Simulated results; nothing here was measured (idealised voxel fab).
You're looking at the process module voxel transistor to metal.
Displayed cross-section: cut, width of 300 nm, square cells sized 5 nm.
Format of a cross-section: grid, square cells. Given as bands. Order: top down. Band: one or more rows of cells.
Band: top and bottom heights (nm) first, top before bottom; then materials from left to right, widths in nm. "all across" marks a sole material filling the band edge to edge. "air" denotes empty space.
Convention: height 0 is the level below which the wafer, as received, is all one material. The lowest band does not terminate at the bottom but continues downward, represented as "top 0, no bottom".
You'd read "30..40" like this: the band's top row of cells is as wide as the first number, its bottom row is as wide as the second, and going down, every row changes width by the same amount as the row before did.
Take "nothing was modified" at face value: in the step it is given for, the cross-section changed in none of its cells.
In "Closed empty spaces" the enclosed voids are listed, meaning empty spaces of 8 cells or larger without any opening to the top. The form is width x height at distance, distance from the left edge, units nm.
Where a step's line continues beyond its settings, the continuation is a remark by the simulator itself on that step.
"overlay nm", when on a step's line for a step with a mask, measures how far to the right of its planned place the mask lay; a negative measure means to the left.

This section lists the process steps that were planned
1,RECEIVE | material Si
2,CONFORMAL_DEP | material SiO2 | thk nm 5
3,CONFORMAL_DEP | material SiN | thk nm 10
4,DIRECTIONAL_DEP | material aC | thk nm 15
5,PATTERN | tone cover | mask id ACTIVE | material resist | width nm 120 | pitch nm 140 | thk nm 30 | overlay nm 0
6,DIRECTIONAL_ETCH | etch materials aC | depth nm 15
7,STRIP | etch materials resist
8,DIRECTIONAL_ETCH | etch materials SiN | depth nm 10
9,DIRECTIONAL_ETCH | etch materials SiO2 | depth nm 5
10,DIRECTIONAL_ETCH | etch materials Si | depth nm 20
11,STRIP | etch materials aC
12,OXIDIZE | depth nm 5
13,FILL_DEP | material SiO2 | thk nm 10
14,CMP | height nm 15
15,SELECTIVE_ETCH | etch materials SiO2 | depth nm 10
16,STRIP | etch materials SiN
17,SELECTIVE_ETCH | etch materials SiO2 | depth nm 5
18,OXIDIZE | depth nm 5
19,DIRECTIONAL_DEP | material polySi | thk nm 25
20,DIRECTIONAL_DEP | material SiCN | thk nm 15
21,PATTERN | tone cover | mask id GATE | material resist | width nm 30 | pitch nm 140 | thk nm 15 | overlay nm 0
22,DIRECTIONAL_ETCH | etch materials SiCN | depth nm 25
23,DIRECTIONAL_ETCH | etch materials polySi | depth nm 35
24,STRIP | etch materials resist
25,CONFORMAL_DEP | material SiN | thk nm 5
26,DIRECTIONAL_ETCH | etch materials SiN | depth nm 5
27,DIRECTIONAL_ETCH | etch materials SiO2 | depth nm 5
28,DIRECTIONAL_ETCH | etch materials Si | depth nm 5
29,EPI | material nSi | thk nm 10
30,FILL_DEP | material SiO2 | thk nm 10
31,CMP | height nm 25
32,STRIP | etch materials polySi
33,SELECTIVE_ETCH | etch materials SiO2 | depth nm 5
34,CONFORMAL_DEP | material HfO2 | thk nm 5
35,CONFORMAL_DEP | material TiN | thk nm 5
36,FILL_DEP | material W | thk nm 10
37,CMP | height nm 20
38,DIRECTIONAL_DEP | material SiO2 | thk nm 10
39,DIRECTIONAL_DEP | material aC | thk nm 10
40,PATTERN | tone open | mask id CONTACT | material resist | width nm 20 | thk nm 30 | overlay nm 0
41,DIRECTIONAL_ETCH | etch materials aC | depth nm 10
42,STRIP | etch materials resist
43,DIRECTIONAL_ETCH | etch materials SiO2 | depth nm 30
44,STRIP | etch materials aC
45,CONFORMAL_DEP | material TiN | thk nm 5
46,FILL_DEP | material W | thk nm 10
47,CMP | height nm 30
48,CONFORMAL_DEP | material SiN | thk nm 5
49,DIRECTIONAL_DEP | material SiO2 | thk nm 15
50,PATTERN | tone open | mask id METAL_1 | material resist | width nm 20 | thk nm 15 | overlay nm 0
51,DIRECTIONAL_ETCH | etch materials SiO2 | depth nm 15
52,DIRECTIONAL_ETCH | etch materials SiN | depth nm 5
53,STRIP | etch materials resist
54,CONFORMAL_DEP | material TiN | thk nm 5
55,FILL_DEP | material Ru | thk nm 5
56,CMP | height nm 50
57,EPI | material Ru | thk nm 5
58,FILL_DEP | material SiCN | thk nm 5
59,DIRECTIONAL_DEP | material SiO2 | thk nm 30
60,DIRECTIONAL_DEP | material aC | thk nm 10
61,PATTERN | tone open | mask id METAL_2 | material resist | width nm 20 | pitch nm 140 | thk nm 30 | overlay nm 0
62,DIRECTIONAL_ETCH | etch materials aC | depth nm 10
63,STRIP | etch materials resist
64,DIRECTIONAL_ETCH | etch materials SiO2 | depth nm 15
65,STRIP | etch materials aC
66,MASKED_ETCH | tone open | mask id METAL_2_HOLES | width nm 15 | pitch nm 140 | etch materials SiO2 | depth nm 15 | overlay nm 0
67,MASKED_ETCH | tone open | mask id METAL_2_HOLES | width nm 15 | pitch nm 140 | etch materials SiCN | depth nm 5 | overlay nm 0
68,CONFORMAL_DEP | material TiN | thk nm 5
69,FILL_DEP | material Cu | thk nm 5
70,CMP | height nm 90
71,CONFORMAL_DEP | material SiN | thk nm 5

Cross-section: wafer on arrival = after step 1
> top 0, no bottom: Si all across
> Closed empty spaces: none

Here's the cross-section of the first of our two wafers at the end of the module - it ran as planned
> top 95, bottom 90: SiN all across
> top 90, bottom 80: SiO2 30 nm, then TiN 5 nm, then Cu 10 nm, then TiN 5 nm, then SiO2 120 nm, then TiN 5 nm, then Cu 10 nm, then TiN 5 nm, then SiO2 110 nm
> top 80, bottom 75: SiO2 30 nm, then TiN 5 nm, then Cu 5 nm, then TiN 10 nm, then SiO2 120 nm, then TiN 5 nm, then Cu 5 nm, then TiN 10 nm, then SiO2 110 nm
> top 75, bottom 60: SiO2 30 nm, then TiN 5 nm, then Cu 5 nm, then TiN 5 nm, then SiO2 125 nm, then TiN 5 nm, then Cu 5 nm, then TiN 5 nm, then SiO2 115 nm
> top 60, bottom 55: SiCN 30 nm, then TiN 15 nm, then SiCN 125 nm, then TiN 15 nm, then SiCN 115 nm
> top 55, bottom 50: SiCN 25 nm, then Ru 30 nm, then SiCN 50 nm, then Ru 30 nm, then SiCN 30 nm, then Ru 30 nm, then SiCN 50 nm, then Ru 30 nm, then SiCN 25 nm
> top 50, bottom 35: SiO2 30 nm, then TiN 5 nm, then Ru 10 nm, then TiN 5 nm, then SiO2 60 nm, then TiN 5 nm, then Ru 10 nm, then TiN 5 nm, then SiO2 40 nm, then TiN 5 nm, then Ru 10 nm, then TiN 5 nm, then SiO2 60 nm, then TiN 5 nm, then Ru 10 nm, then TiN 5 nm, then SiO2 30 nm
> top 35, bottom 30: SiN 30 nm, then TiN 20 nm, then SiN 60 nm, then TiN 20 nm, then SiN 40 nm, then TiN 20 nm, then SiN 60 nm, then TiN 20 nm, then SiN 30 nm
> top 30, bottom 20: SiO2 30 nm, then TiN 5 nm, then W 10 nm, then TiN 5 nm, then SiO2 60 nm, then TiN 5 nm, then W 10 nm, then TiN 5 nm, then SiO2 40 nm, then TiN 5 nm, then W 10 nm, then TiN 5 nm, then SiO2 60 nm, then TiN 5 nm, then W 10 nm, then TiN 5 nm, then SiO2 30 nm
> top 20, bottom 5: SiO2 30 nm, then TiN 5 nm, then W 10 nm, then TiN 5 nm, then SiO2 10 nm, then SiN 5 nm, then HfO2 5 nm, then TiN 5 nm, then W 10 nm, then TiN 5 nm, then HfO2 5 nm, then SiN 5 nm, then SiO2 10 nm, then TiN 5 nm, then W 10 nm, then TiN 5 nm, then SiO2 40 nm, then TiN 5 nm, then W 10 nm, then TiN 5 nm, then SiO2 10 nm, then SiN 5 nm, then HfO2 5 nm, then TiN 5 nm, then W 10 nm, then TiN 5 nm, then HfO2 5 nm, then SiN 5 nm, then SiO2 10 nm, then TiN 5 nm, then W 10 nm, then TiN 5 nm, then SiO2 30 nm
> top 5, bottom 0: SiO2 30 nm, then TiN 20 nm, then nSi 10 nm, then SiN 5 nm, then HfO2 5 nm, then TiN 20 nm, then HfO2 5 nm, then SiN 5 nm, then nSi 10 nm, then TiN 20 nm, then SiO2 40 nm, then TiN 20 nm, then nSi 10 nm, then SiN 5 nm, then HfO2 5 nm, then TiN 20 nm, then HfO2 5 nm, then SiN 5 nm, then nSi 10 nm, then TiN 20 nm, then SiO2 30 nm
> top 0, bottom -5: SiO2 20 nm, then nSi 40 nm, then HfO2 40 nm, then nSi 40 nm, then SiO2 20 nm, then nSi 40 nm, then HfO2 40 nm, then nSi 40 nm, then SiO2 20 nm
> top -5, bottom -10: SiO2 25 nm, then nSi 35 nm, then Si 40 nm, then nSi 35 nm, then SiO2 30 nm, then nSi 35 nm, then Si 40 nm, then nSi 35 nm, then SiO2 25 nm
> top -10, bottom -25: SiO2 25 nm, then Si 110 nm, then SiO2 30 nm, then Si 110 nm, then SiO2 25 nm
> top -25, no bottom: Si all across
> Closed empty spaces: none

This cross-section belongs to the second wafer of two at the end of the module; the start and the plan were shared with the first, and the run included one mistake
> top 95, bottom 90: SiN all across
> top 90, bottom 80: SiO2 30 nm, then TiN 5 nm, then Cu 10 nm, then TiN 5 nm, then SiO2 120 nm, then TiN 5 nm, then Cu 10 nm, then TiN 5 nm, then SiO2 110 nm
> top 80, bottom 75: SiO2 30 nm, then TiN 5 nm, then Cu 5 nm, then TiN 10 nm, then SiO2 120 nm, then TiN 5 nm, then Cu 5 nm, then TiN 10 nm, then SiO2 110 nm
> top 75, bottom 60: SiO2 30 nm, then TiN 5 nm, then Cu 5 nm, then TiN 5 nm, then SiO2 125 nm, then TiN 5 nm, then Cu 5 nm, then TiN 5 nm, then SiO2 115 nm
> top 60, bottom 55: SiCN 30 nm, then TiN 15 nm, then SiCN 125 nm, then TiN 15 nm, then SiCN 115 nm
> top 55, bottom 50: SiCN 25 nm, then Ru 30 nm, then SiCN 50 nm, then Ru 30 nm, then SiCN 30 nm, then Ru 30 nm, then SiCN 50 nm, then Ru 30 nm, then SiCN 25 nm
> top 50, bottom 35: SiO2 30 nm, then TiN 5 nm, then Ru 10 nm, then TiN 5 nm, then SiO2 60 nm, then TiN 5 nm, then Ru 10 nm, then TiN 5 nm, then SiO2 40 nm, then TiN 5 nm, then Ru 10 nm, then TiN 5 nm, then SiO2 60 nm, then TiN 5 nm, then Ru 10 nm, then TiN 5 nm, then SiO2 30 nm
> top 35, bottom 30: SiN 30 nm, then TiN 20 nm, then SiN 60 nm, then TiN 20 nm, then SiN 40 nm, then TiN 20 nm, then SiN 60 nm, then TiN 20 nm, then SiN 30 nm
> top 30, bottom 20: SiO2 30 nm, then TiN 5 nm, then W 10 nm, then TiN 5 nm, then SiO2 60 nm, then TiN 5 nm, then W 10 nm, then TiN 5 nm, then SiO2 40 nm, then TiN 5 nm, then W 10 nm, then TiN 5 nm, then SiO2 60 nm, then TiN 5 nm, then W 10 nm, then TiN 5 nm, then SiO2 30 nm
> top 20, bottom 15: SiO2 30 nm, then TiN 5 nm, then W 10 nm, then TiN 5 nm, then SiN 15 nm, then HfO2 5 nm, then TiN 5 nm, then W 10 nm, then TiN 5 nm, then HfO2 5 nm, then SiN 15 nm, then TiN 5 nm, then W 10 nm, then TiN 5 nm, then SiO2 40 nm, then TiN 5 nm, then W 10 nm, then TiN 5 nm, then SiN 15 nm, then HfO2 5 nm, then TiN 5 nm, then W 10 nm, then TiN 5 nm, then HfO2 5 nm, then SiN 15 nm, then TiN 5 nm, then W 10 nm, then TiN 5 nm, then SiO2 30 nm
> top 15, bottom 10: SiO2 30 nm, then TiN 20 nm, then SiN 15 nm, then HfO2 5 nm, then TiN 5 nm, then W 10 nm, then TiN 5 nm, then HfO2 5 nm, then SiN 15 nm, then TiN 20 nm, then SiO2 40 nm, then TiN 20 nm, then SiN 15 nm, then HfO2 5 nm, then TiN 5 nm, then W 10 nm, then TiN 5 nm, then HfO2 5 nm, then SiN 15 nm, then TiN 20 nm, then SiO2 30 nm
> top 10, bottom 5: SiN 65 nm, then HfO2 5 nm, then TiN 5 nm, then W 10 nm, then TiN 5 nm, then HfO2 5 nm, then SiN 110 nm, then HfO2 5 nm, then TiN 5 nm, then W 10 nm, then TiN 5 nm, then HfO2 5 nm, then SiN 65 nm
> top 5, bottom 0: SiN 65 nm, then HfO2 5 nm, then TiN 20 nm, then HfO2 5 nm, then SiN 110 nm, then HfO2 5 nm, then TiN 20 nm, then HfO2 5 nm, then SiN 65 nm
> top 0, bottom -5: SiO2 60 nm, then HfO2 40 nm, then SiO2 100 nm, then HfO2 40 nm, then SiO2 60 nm
> top -5, bottom -25: SiO2 25 nm, then Si 110 nm, then SiO2 30 nm, then Si 110 nm, then SiO2 25 nm
> top -25, no bottom: Si all across
> Closed empty spaces: none
What was the processing mistake? step 25 changed vs plan, executed as CONFORMAL_DEP | material SiN | thk nm 15
Final difference in cells, second wafer against first, listed per material as more or fewer: 28 more of Si | 104 more of SiN | 32 fewer of SiO2 | 16 fewer of TiN | 16 fewer of W | 68 fewer of nSi
